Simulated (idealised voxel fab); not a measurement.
process module | voxel capacitor over wiring
cross-section cut | 270 nm wide | cells 5 nm
A cross-section is a grid of square cells, given in bands from the top down. A band is one or more rows of cells.
Each band's line starts with the height of the band's top and of its bottom, in nm. Then come its materials from left to right, each with its width in nm. One material with "throughout" fills the band from edge to edge. "air" is empty space.
Height 0 is the level under which the wafer as received is all one material. The lowest band goes on downwards, as in "0 down".
A width such as "30 to 40" changes by the same amount from each row of cells to the next, from the band's top row to its bottom row.
"no change" after a step means that no cell of the cross-section changed.
closed voids: empty space of 8 cells or more with no open way to the top, each as width x height at its distance from the left edge, in nm
after a step's settings: what the simulator itself notes on the step
overlay nm, on a step with a mask: how far to the right of its planned place the mask lay; to the left if negative
plan
1 op RECEIVE | material Si
2 op CONFORMAL_DEP | material SiO2 | thk nm 10
3 op CONFORMAL_DEP | material SiN | thk nm 5
4 op DIRECTIONAL_DEP | material SiO2 | thk nm 20
5 op DIRECTIONAL_DEP | material aC | thk nm 10
6 op PATTERN | tone open | mask id METAL_1 | material resist | width nm 25 | pitch nm 90 | thk nm 25 | overlay nm 0
7 op DIRECTIONAL_ETCH | etch materials aC | depth nm 10
8 op STRIP | etch materials resist
9 op DIRECTIONAL_ETCH | etch materials SiO2 | depth nm 20
10 op DIRECTIONAL_ETCH | etch materials SiN | depth nm 5
11 op STRIP | etch materials aC
12 op CONFORMAL_DEP | material TiN | thk nm 5
13 op FILL_DEP | material W | thk nm 10
14 op CMP | height nm 35
15 op CONFORMAL_DEP | material SiCN | thk nm 5
16 op DIRECTIONAL_DEP | material lowk | thk nm 15
17 op PATTERN | tone open | mask id PLUG_1 | material resist | width nm 15 | thk nm 15 | overlay nm 0
18 op DIRECTIONAL_ETCH | etch materials lowk | depth nm 15
19 op DIRECTIONAL_ETCH | etch materials SiCN | depth nm 5
20 op STRIP | etch materials resist
21 op EPI | material Ru | thk nm 10
22 op EPI | material Ru | thk nm 10
23 op DIRECTIONAL_DEP | material TiN | thk nm 10
24 op DIRECTIONAL_DEP | material HfO2 | thk nm 5
25 op DIRECTIONAL_DEP | material TiN | thk nm 5
26 op PATTERN | tone cover | mask id UPPER_PLATE | material resist | width nm 70 | thk nm 15 | overlay nm 0
27 op DIRECTIONAL_ETCH | etch materials TiN | depth nm 5
28 op DIRECTIONAL_ETCH | etch materials HfO2 | depth nm 5
29 op STRIP | etch materials resist
30 op MASKED_ETCH | tone cover | mask id LOWER_PLATE | width nm 80 | etch materials TiN | depth nm 10 | overlay nm 0
31 op FILL_DEP | material SiO2 | thk nm 20
32 op CMP | height nm 90
33 op MASKED_ETCH | tone open | mask id PLUG_2 | width nm 15 | etch materials SiO2 | depth nm 15 | overlay nm 0
34 op CONFORMAL_DEP | material TiN | thk nm 5
35 op FILL_DEP | material W | thk nm 5
36 op CMP | height nm 90
37 op CONFORMAL_DEP | material SiN | thk nm 5
first wafer, as planned
as received, after step 1
  0 down: Si throughout
  closed voids: none
after step 2
  10 to 0: SiO2 throughout
  below 0: unchanged
after step 3
  15 to 10: SiN throughout
  below 10: unchanged
after step 4
  35 to 15: SiO2 throughout
  below 15: unchanged
after step 5
  45 to 35: aC throughout
  below 35: unchanged
after step 6
  70 to 45: resist 75 | air 25 | resist 65 | air 25 | resist 80
  below 45: unchanged
after step 7
  60 to 45: resist 75 | air 25 | resist 65 | air 25 | resist 80
  45 to 35: aC 75 | air 25 | aC 65 | air 25 | aC 80
  below 35: unchanged
after step 8
  45 to 35: aC 75 | air 25 | aC 65 | air 25 | aC 80
  below 35: unchanged
after step 9
  45 to 35: aC 75 | air 25 | aC 65 | air 25 | aC 80
  35 to 15: SiO2 75 | air 25 | SiO2 65 | air 25 | SiO2 80
  below 15: unchanged
after step 10
  45 to 35: aC 75 | air 25 | aC 65 | air 25 | aC 80
  35 to 15: SiO2 75 | air 25 | SiO2 65 | air 25 | SiO2 80
  15 to 10: SiN 75 | air 25 | SiN 65 | air 25 | SiN 80
  below 10: unchanged
after step 11
  35 to 15: SiO2 75 | air 25 | SiO2 65 | air 25 | SiO2 80
  below 15: unchanged
after step 12
  40 to 35: TiN 80 | air 15 | TiN 75 | air 15 | TiN 85
  35 to 15: SiO2 75 | TiN 5 | air 15 | TiN 5 | SiO2 65 | TiN 5 | air 15 | TiN 5 | SiO2 80
  15 to 10: SiN 75 | TiN 25 | SiN 65 | TiN 25 | SiN 80
  below 10: unchanged
after step 13
  50 to 40: W throughout
  40 to 35: TiN 80 | W 15 | TiN 75 | W 15 | TiN 85
  35 to 15: SiO2 75 | TiN 5 | W 15 | TiN 5 | SiO2 65 | TiN 5 | W 15 | TiN 5 | SiO2 80
  below 15: unchanged
after step 14
  35 to 15: SiO2 75 | TiN 5 | W 15 | TiN 5 | SiO2 65 | TiN 5 | W 15 | TiN 5 | SiO2 80
  below 15: unchanged
after step 15
  40 to 35: SiCN throughout
  below 35: unchanged
after step 16
  55 to 40: lowk throughout
  below 40: unchanged
after step 17
  70 to 55: resist 85 | air 15 | resist 170
  below 55: unchanged
after step 18
  70 to 55: resist 85 | air 15 | resist 170
  55 to 40: lowk 85 | air 15 | lowk 170
  below 40: unchanged
after step 19
  70 to 55: resist 85 | air 15 | resist 170
  55 to 40: lowk 85 | air 15 | lowk 170
  40 to 35: SiCN 85 | air 15 | SiCN 170
  below 35: unchanged
after step 20
  55 to 40: lowk 85 | air 15 | lowk 170
  below 40: unchanged
after step 21
  55 to 45: lowk 85 | air 15 | lowk 170
  45 to 40: lowk 85 | Ru 15 | lowk 170
  40 to 35: SiCN 85 | Ru 15 | SiCN 170
  below 35: unchanged
after step 22
  55 to 40: lowk 85 | Ru 15 | lowk 170
  below 40: unchanged
after step 23
  65 to 55: TiN throughout
  below 55: unchanged
after step 24
  70 to 65: HfO2 throughout
  below 65: unchanged
after step 25
  75 to 70: TiN throughout
  below 70: unchanged
after step 26
  90 to 75: air 85 | resist 70 | air 115
  below 75: unchanged
after step 27
  90 to 75: air 85 | resist 70 | air 115
  75 to 70: air 85 | TiN 70 | air 115
  below 70: unchanged
after step 28
  90 to 75: air 85 | resist 70 | air 115
  75 to 70: air 85 | TiN 70 | air 115
  70 to 65: air 85 | HfO2 70 | air 115
  below 65: unchanged
after step 29
  75 to 70: air 85 | TiN 70 | air 115
  below 70: unchanged
after step 30
  75 to 70: air 85 | TiN 70 | air 115
  70 to 65: air 85 | HfO2 70 | air 115
  65 to 55: air 80 | TiN 80 | air 110
  below 55: unchanged
after step 31
  95 to 75: SiO2 throughout
  75 to 70: SiO2 85 | TiN 70 | SiO2 115
  70 to 65: SiO2 85 | HfO2 70 | SiO2 115
  65 to 55: SiO2 80 | TiN 80 | SiO2 110
  below 55: unchanged
after step 32
  90 to 75: SiO2 throughout
  below 75: unchanged
after step 33
  90 to 75: SiO2 95 | air 15 | SiO2 160
  below 75: unchanged
after step 34
  95 to 90: TiN 100 | air 5 | TiN 165
  90 to 80: SiO2 95 | TiN 5 | air 5 | TiN 5 | SiO2 160
  80 to 70: SiO2 95 to 85 | TiN 15 to 70 | SiO2 160 to 115
  below 70: unchanged
after step 35
  100 to 95: W throughout
  95 to 90: TiN 100 | W 5 | TiN 165
  90 to 80: SiO2 95 | TiN 5 | W 5 | TiN 5 | SiO2 160
  below 80: unchanged
after step 36
  90 to 80: SiO2 95 | TiN 5 | W 5 | TiN 5 | SiO2 160
  below 80: unchanged
after step 37
  95 to 90: SiN throughout
  below 90: unchanged
second wafer: like start, like plan, one mistake. Through step 25 it matches the first wafer
when step 26 should have ended
  90 to 75: air 80 | resist 80 | air 110
  below 75: unchanged
when step 27 should have ended
  90 to 75: air 80 | resist 80 | air 110
  75 to 70: air 80 | TiN 80 | air 110
  below 70: unchanged
when step 28 should have ended
  90 to 75: air 80 | resist 80 | air 110
  75 to 70: air 80 | TiN 80 | air 110
  70 to 65: air 80 | HfO2 80 | air 110
  below 65: unchanged
when step 29 should have ended
  75 to 70: air 80 | TiN 80 | air 110
  below 70: unchanged
when step 30 should have ended
  75 to 70: air 80 | TiN 80 | air 110
  70 to 65: air 80 | HfO2 80 | air 110
  65 to 55: air 80 | TiN 80 | air 110
  below 55: unchanged
when step 31 should have ended
  95 to 75: SiO2 throughout
  75 to 70: SiO2 80 | TiN 80 | SiO2 110
  70 to 65: SiO2 80 | HfO2 80 | SiO2 110
  65 to 55: SiO2 80 | TiN 80 | SiO2 110
  below 55: unchanged
when step 32 should have ended
  90 to 75: SiO2 throughout
  below 75: unchanged
when step 33 should have ended
  90 to 75: SiO2 95 | air 15 | SiO2 160
  below 75: unchanged
when step 34 should have ended
  95 to 90: TiN 100 | air 5 | TiN 165
  90 to 80: SiO2 95 | TiN 5 | air 5 | TiN 5 | SiO2 160
  80 to 70: SiO2 95 to 80 | TiN 15 to 80 | SiO2 160 to 110
  below 70: unchanged
when step 35 should have ended
  100 to 95: W throughout
  95 to 90: TiN 100 | W 5 | TiN 165
  90 to 80: SiO2 95 | TiN 5 | W 5 | TiN 5 | SiO2 160
  below 80: unchanged
when step 36 should have ended
  90 to 80: SiO2 95 | TiN 5 | W 5 | TiN 5 | SiO2 160
  below 80: unchanged
when step 37 should have ended
  95 to 90: SiN throughout
  below 90: unchanged
what went wrong: step 26 ran as: op PATTERN | tone cover | mask id UPPER_PLATE | material resist | width nm 80 | thk nm 15 | overlay nm 0
at the end the second wafer has, in cells: 2 more of HfO2 | 4 fewer of SiO2 | 2 more of TiN
